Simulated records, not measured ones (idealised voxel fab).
This section sets out a process module, namely voxel self aligned contacts.
Cross-section cut spans 220 nm and uses square cells 5 nm in size.
When this document writes out a cross-section, it uses a grid of square cells and lists it as bands, beginning at the top and moving down, with a band standing for one or more rows of cells.
In this notation a band is specified by the heights of its top and bottom, in that order and in nm, after which its materials appear from left to right, each paired with its width in nm. The word "everywhere" attached to a single material means that material fills the band from edge to edge; the word "air" stands for empty space.
Beneath 0, the wafer as received is one material, and that level is where height counting begins. The lowest band goes on downward without a bottom; it is written like "0 nm and below".
Width spec "30..40" -> top row of cells at first value, bottom row at second value, equal per-row change in between.
"nothing got changed" after a step means that no cell of the cross-section changed.
Under "Enclosed internal voids" you'll find the enclosed gaps, the ones with no way out to the top, that are 8 cells or bigger; each reads width x height at distance, with distance counted from the left edge, everything in nm.
Note: text after step settings on the step line = simulator remark on that step.
overlay nm: right-of-plan distance of the mask on a masked step; negative values mean left-of-plan.
The steps planned for the process are as follows:
1 RECEIVE: material Si
2 OXIDIZE: depth nm 5
3 DIRECTIONAL_DEP: material polySi, thk nm 30
4 DIRECTIONAL_DEP: material SiN, thk nm 25
5 PATTERN: tone cover, mask id GATE, material resist, width nm 30, pitch nm 70, thk nm 15, overlay nm 0
6 DIRECTIONAL_ETCH: etch materials SiN, depth nm 25
7 DIRECTIONAL_ETCH: etch materials polySi, depth nm 30
8 STRIP: etch materials resist
9 CONFORMAL_DEP: material SiN, thk nm 10
10 DIRECTIONAL_ETCH: etch materials SiN, depth nm 10
11 FILL_DEP: material SiO2, thk nm 15
12 CMP: height nm 60
13 PATTERN: tone open, mask id CONTACT, material resist, width nm 50, pitch nm 70, thk nm 15, overlay nm 0
14 DIRECTIONAL_ETCH: etch materials SiO2, depth nm 65
15 STRIP: etch materials resist
16 CONFORMAL_DEP: material TiN, thk nm 5
17 FILL_DEP: material W, thk nm 10
18 CMP: height nm 60
19 CONFORMAL_DEP: material SiN, thk nm 5
as received, after step 1:
0 nm and below  Si everywhere
Enclosed internal voids: none
Run as planned - first of the two wafers cross-sectioned at the end of the module:
65 nm to 60 nm  SiN everywhere
60 nm to 55 nm  50 nm SiO2 | 20 nm TiN | 10 nm W | 20 nm TiN | 20 nm SiO2 | 20 nm TiN | 10 nm W | 20 nm TiN | 50 nm SiO2
55 nm to 30 nm  15 nm SiO2 | 50 nm SiN | 5 nm TiN | 10 nm W | 5 nm TiN | 50 nm SiN | 5 nm TiN | 10 nm W | 5 nm TiN | 50 nm SiN | 15 nm SiO2
30 nm to 0 nm  15 nm SiO2 | 10 nm SiN | 30 nm polySi | 10 nm SiN | 5 nm TiN | 10 nm W | 5 nm TiN | 10 nm SiN | 30 nm polySi | 10 nm SiN | 5 nm TiN | 10 nm W | 5 nm TiN | 10 nm SiN | 30 nm polySi | 10 nm SiN | 15 nm SiO2
0 nm to -5 nm  65 nm SiO2 | 20 nm TiN | 50 nm SiO2 | 20 nm TiN | 65 nm SiO2
-5 nm and below  Si everywhere
Enclosed internal voids: none
End-of-module cross-section of the second wafer: identical starting point and process plan to the first, with one processing mistake:
65 nm to 60 nm  SiN everywhere
60 nm to 55 nm  50 nm SiO2 | 20 nm TiN | 10 nm W | 20 nm TiN | 20 nm SiO2 | 20 nm TiN | 10 nm W | 20 nm TiN | 50 nm SiO2
55 nm to 30 nm  15 nm SiO2 | 50 nm SiN | 5 nm TiN | 10 nm W | 5 nm TiN | 50 nm SiN | 5 nm TiN | 10 nm W | 5 nm TiN | 50 nm SiN | 15 nm SiO2
30 nm to 15 nm  15 nm SiO2 | 10 nm SiN | 30 nm polySi | 10 nm SiN | 5 nm TiN | 10 nm W | 5 nm TiN | 10 nm SiN | 30 nm polySi | 10 nm SiN | 5 nm TiN | 10 nm W | 5 nm TiN | 10 nm SiN | 30 nm polySi | 10 nm SiN | 15 nm SiO2
15 nm to 10 nm  15 nm SiO2 | 10 nm SiN | 30 nm polySi | 10 nm SiN | 20 nm TiN | 10 nm SiN | 30 nm polySi | 10 nm SiN | 20 nm TiN | 10 nm SiN | 30 nm polySi | 10 nm SiN | 15 nm SiO2
10 nm to 0 nm  25 nm SiN | 30 nm polySi | 40 nm SiN | 30 nm polySi | 40 nm SiN | 30 nm polySi | 25 nm SiN
0 nm to -5 nm  SiO2 everywhere
-5 nm and below  Si everywhere
Enclosed internal voids: none
Plan not followed: plan steps 9 and 10 run swapped
at the end the second wafer has, in cells: SiN: 28 more | SiO2: 4 fewer | TiN: 12 fewer | W: 12 fewer
